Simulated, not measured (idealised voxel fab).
process module | voxel self aligned contacts
cross-section cut | 230 nm wide | cells 5 nm
A cross-section is a grid of square cells, given in bands from the top down. A band is one or more rows of cells.
Each band's line starts with the height of the band's top and of its bottom, in nm. Then come its materials from left to right, each with its width in nm. One material with "throughout" fills the band from edge to edge. "air" is empty space.
Height 0 is the level under which the wafer as received is all one material. The lowest band goes on downwards, as in "0 down".
A width such as "30 to 40" changes by the same amount from each row of cells to the next, from the band's top row to its bottom row.
"no change" after a step means that no cell of the cross-section changed.
closed voids: empty space of 8 cells or more with no open way to the top, each as width x height at its distance from the left edge, in nm
after a step's settings: what the simulator itself notes on the step
overlay nm, on a step with a mask: how far to the right of its planned place the mask lay; to the left if negative
plan
1 op RECEIVE | material Si
2 op OXIDIZE | depth nm 5
3 op DIRECTIONAL_DEP | material polySi | thk nm 20
4 op DIRECTIONAL_DEP | material SiN | thk nm 25
5 op PATTERN | tone cover | mask id GATE | material resist | width nm 35 | pitch nm 70 | thk nm 15 | overlay nm 0
6 op DIRECTIONAL_ETCH | etch materials SiN | depth nm 25
7 op DIRECTIONAL_ETCH | etch materials polySi | depth nm 20
8 op STRIP | etch materials resist
9 op CONFORMAL_DEP | material SiN | thk nm 10
10 op DIRECTIONAL_ETCH | etch materials SiN | depth nm 10
11 op FILL_DEP | material SiO2 | thk nm 10
12 op CMP | height nm 50
13 op DIRECTIONAL_DEP | material aC | thk nm 15
14 op PATTERN | tone open | mask id CONTACT | material resist | width nm 55 | pitch nm 70 | thk nm 35 | overlay nm 0
15 op DIRECTIONAL_ETCH | etch materials aC | depth nm 15
16 op STRIP | etch materials resist
17 op DIRECTIONAL_ETCH | etch materials SiO2 | depth nm 55
18 op STRIP | etch materials aC
19 op CONFORMAL_DEP | material TiN | thk nm 5
20 op FILL_DEP | material W | thk nm 5
21 op CMP | height nm 50
22 op CONFORMAL_DEP | material SiN | thk nm 5
first wafer, as planned
as received, after step 1
  0 down: Si throughout
  closed voids: none
after step 2
  0 to -5: SiO2 throughout
  below -5: unchanged
after step 3
  20 to 0: polySi throughout
  below 0: unchanged
after step 4
  45 to 20: SiN throughout
  below 20: unchanged
after step 5
  60 to 45: air 25 | resist 35 | air 35 | resist 35 | air 35 | resist 35 | air 30
  below 45: unchanged
after step 6
  60 to 45: air 25 | resist 35 | air 35 | resist 35 | air 35 | resist 35 | air 30
  45 to 20: air 25 | SiN 35 | air 35 | SiN 35 | air 35 | SiN 35 | air 30
  below 20: unchanged
after step 7
  60 to 45: air 25 | resist 35 | air 35 | resist 35 | air 35 | resist 35 | air 30
  45 to 20: air 25 | SiN 35 | air 35 | SiN 35 | air 35 | SiN 35 | air 30
  20 to 0: air 25 | polySi 35 | air 35 | polySi 35 | air 35 | polySi 35 | air 30
  below 0: unchanged
after step 8
  45 to 20: air 25 | SiN 35 | air 35 | SiN 35 | air 35 | SiN 35 | air 30
  below 20: unchanged
after step 9
  55 to 20: air 15 | SiN 55 | air 15 | SiN 55 | air 15 | SiN 55 | air 20
  20 to 10: air 15 | SiN 10 | polySi 35 | SiN 10 | air 15 | SiN 10 | polySi 35 | SiN 10 | air 15 | SiN 10 | polySi 35 | SiN 10 | air 20
  10 to 0: SiN 25 | polySi 35 | SiN 35 | polySi 35 | SiN 35 | polySi 35 | SiN 30
  below 0: unchanged
after step 10
  45 to 20: air 15 | SiN 55 | air 15 | SiN 55 | air 15 | SiN 55 | air 20
  20 to 0: air 15 | SiN 10 | polySi 35 | SiN 10 | air 15 | SiN 10 | polySi 35 | SiN 10 | air 15 | SiN 10 | polySi 35 | SiN 10 | air 20
  below 0: unchanged
after step 11
  55 to 45: SiO2 throughout
  45 to 20: SiO2 15 | SiN 55 | SiO2 15 | SiN 55 | SiO2 15 | SiN 55 | SiO2 20
  20 to 0: SiO2 15 | SiN 10 | polySi 35 | SiN 10 | SiO2 15 | SiN 10 | polySi 35 | SiN 10 | SiO2 15 | SiN 10 | polySi 35 | SiN 10 | SiO2 20
  below 0: unchanged
after step 12
  50 to 45: SiO2 throughout
  below 45: unchanged
after step 13
  65 to 50: aC throughout
  below 50: unchanged
after step 14
  100 to 65: resist 50 | air 55 | resist 15 | air 55 | resist 55
  below 65: unchanged
after step 15
  85 to 65: resist 50 | air 55 | resist 15 | air 55 | resist 55
  65 to 50: aC 50 | air 55 | aC 15 | air 55 | aC 55
  below 50: unchanged
after step 16
  65 to 50: aC 50 | air 55 | aC 15 | air 55 | aC 55
  below 50: unchanged
after step 17
  65 to 50: aC 50 | air 55 | aC 15 | air 55 | aC 55
  50 to 45: SiO2 50 | air 55 | SiO2 15 | air 55 | SiO2 55
  45 to 20: SiO2 15 | SiN 55 | air 15 | SiN 55 | air 15 | SiN 55 | SiO2 20
  20 to 0: SiO2 15 | SiN 10 | polySi 35 | SiN 10 | air 15 | SiN 10 | polySi 35 | SiN 10 | air 15 | SiN 10 | polySi 35 | SiN 10 | SiO2 20
  0 to -5: SiO2 70 | air 15 | SiO2 55 | air 15 | SiO2 75
  below -5: unchanged
after step 18
  50 to 45: SiO2 50 | air 55 | SiO2 15 | air 55 | SiO2 55
  below 45: unchanged
after step 19
  55 to 50: TiN 55 | air 45 | TiN 25 | air 45 | TiN 60
  50 to 45: SiO2 50 | TiN 25 | air 5 | TiN 25 | SiO2 15 | TiN 25 | air 5 | TiN 25 | SiO2 55
  45 to 20: SiO2 15 | SiN 55 | TiN 5 | air 5 | TiN 5 | SiN 55 | TiN 5 | air 5 | TiN 5 | SiN 55 | SiO2 20
  20 to 0: SiO2 15 | SiN 10 | polySi 35 | SiN 10 | TiN 5 | air 5 | TiN 5 | SiN 10 | polySi 35 | SiN 10 | TiN 5 | air 5 | TiN 5 | SiN 10 | polySi 35 | SiN 10 | SiO2 20
  0 to -5: SiO2 70 | TiN 15 | SiO2 55 | TiN 15 | SiO2 75
  below -5: unchanged
after step 20
  60 to 55: W throughout
  55 to 50: TiN 55 | W 45 | TiN 25 | W 45 | TiN 60
  50 to 45: SiO2 50 | TiN 25 | W 5 | TiN 25 | SiO2 15 | TiN 25 | W 5 | TiN 25 | SiO2 55
  45 to 20: SiO2 15 | SiN 55 | TiN 5 | W 5 | TiN 5 | SiN 55 | TiN 5 | W 5 | TiN 5 | SiN 55 | SiO2 20
  20 to 0: SiO2 15 | SiN 10 | polySi 35 | SiN 10 | TiN 5 | W 5 | TiN 5 | SiN 10 | polySi 35 | SiN 10 | TiN 5 | W 5 | TiN 5 | SiN 10 | polySi 35 | SiN 10 | SiO2 20
  below 0: unchanged
after step 21
  50 to 45: SiO2 50 | TiN 25 | W 5 | TiN 25 | SiO2 15 | TiN 25 | W 5 | TiN 25 | SiO2 55
  below 45: unchanged
after step 22
  55 to 50: SiN throughout
  below 50: unchanged
second wafer: like start, like plan, one mistake. Through step 13 it matches the first wafer
when step 14 should have ended
  100 to 65: air 50 | resist 55 | air 15 | resist 55 | air 55
  below 65: unchanged
when step 15 should have ended
  85 to 65: air 50 | resist 55 | air 15 | resist 55 | air 55
  65 to 50: air 50 | aC 55 | air 15 | aC 55 | air 55
  below 50: unchanged
when step 16 should have ended
  65 to 50: air 50 | aC 55 | air 15 | aC 55 | air 55
  below 50: unchanged
when step 17 should have ended
  65 to 50: air 50 | aC 55 | air 15 | aC 55 | air 55
  50 to 45: air 50 | SiO2 55 | air 15 | SiO2 55 | air 55
  45 to 20: air 15 | SiN 55 | SiO2 15 | SiN 55 | SiO2 15 | SiN 55 | air 20
  20 to 0: air 15 | SiN 10 | polySi 35 | SiN 10 | SiO2 15 | SiN 10 | polySi 35 | SiN 10 | SiO2 15 | SiN 10 | polySi 35 | SiN 10 | air 20
  0 to -5: air 15 | SiO2 195 | air 20
  below -5: unchanged
when step 18 should have ended
  50 to 45: air 50 | SiO2 55 | air 15 | SiO2 55 | air 55
  below 45: unchanged
when step 19 should have ended
  55 to 50: air 45 | TiN 65 | air 5 | TiN 65 | air 50
  50 to 45: air 10 | TiN 40 | SiO2 55 | TiN 15 | SiO2 55 | TiN 40 | air 15
  45 to 20: air 10 | TiN 5 | SiN 55 | SiO2 15 | SiN 55 | SiO2 15 | SiN 55 | TiN 5 | air 15
  20 to 0: air 10 | TiN 5 | SiN 10 | polySi 35 | SiN 10 | SiO2 15 | SiN 10 | polySi 35 | SiN 10 | SiO2 15 | SiN 10 | polySi 35 | SiN 10 | TiN 5 | air 15
  0 to -5: TiN 15 | SiO2 195 | TiN 20
  below -5: unchanged
when step 20 should have ended
  60 to 55: W throughout
  55 to 50: W 45 | TiN 65 | W 5 | TiN 65 | W 50
  50 to 45: W 10 | TiN 40 | SiO2 55 | TiN 15 | SiO2 55 | TiN 40 | W 15
  45 to 20: W 10 | TiN 5 | SiN 55 | SiO2 15 | SiN 55 | SiO2 15 | SiN 55 | TiN 5 | W 15
  20 to 0: W 10 | TiN 5 | SiN 10 | polySi 35 | SiN 10 | SiO2 15 | SiN 10 | polySi 35 | SiN 10 | SiO2 15 | SiN 10 | polySi 35 | SiN 10 | TiN 5 | W 15
  below 0: unchanged
when step 21 should have ended
  50 to 45: W 10 | TiN 40 | SiO2 55 | TiN 15 | SiO2 55 | TiN 40 | W 15
  below 45: unchanged
when step 22 should have ended
  55 to 50: SiN throughout
  below 50: unchanged
what went wrong: step 14 ran as: op PATTERN | tone cover | mask id CONTACT | material resist | width nm 55 | pitch nm 70 | thk nm 35 | overlay nm 0
at the end the second wafer has, in cells: 12 fewer of SiO2 | 18 fewer of TiN | 30 more of W
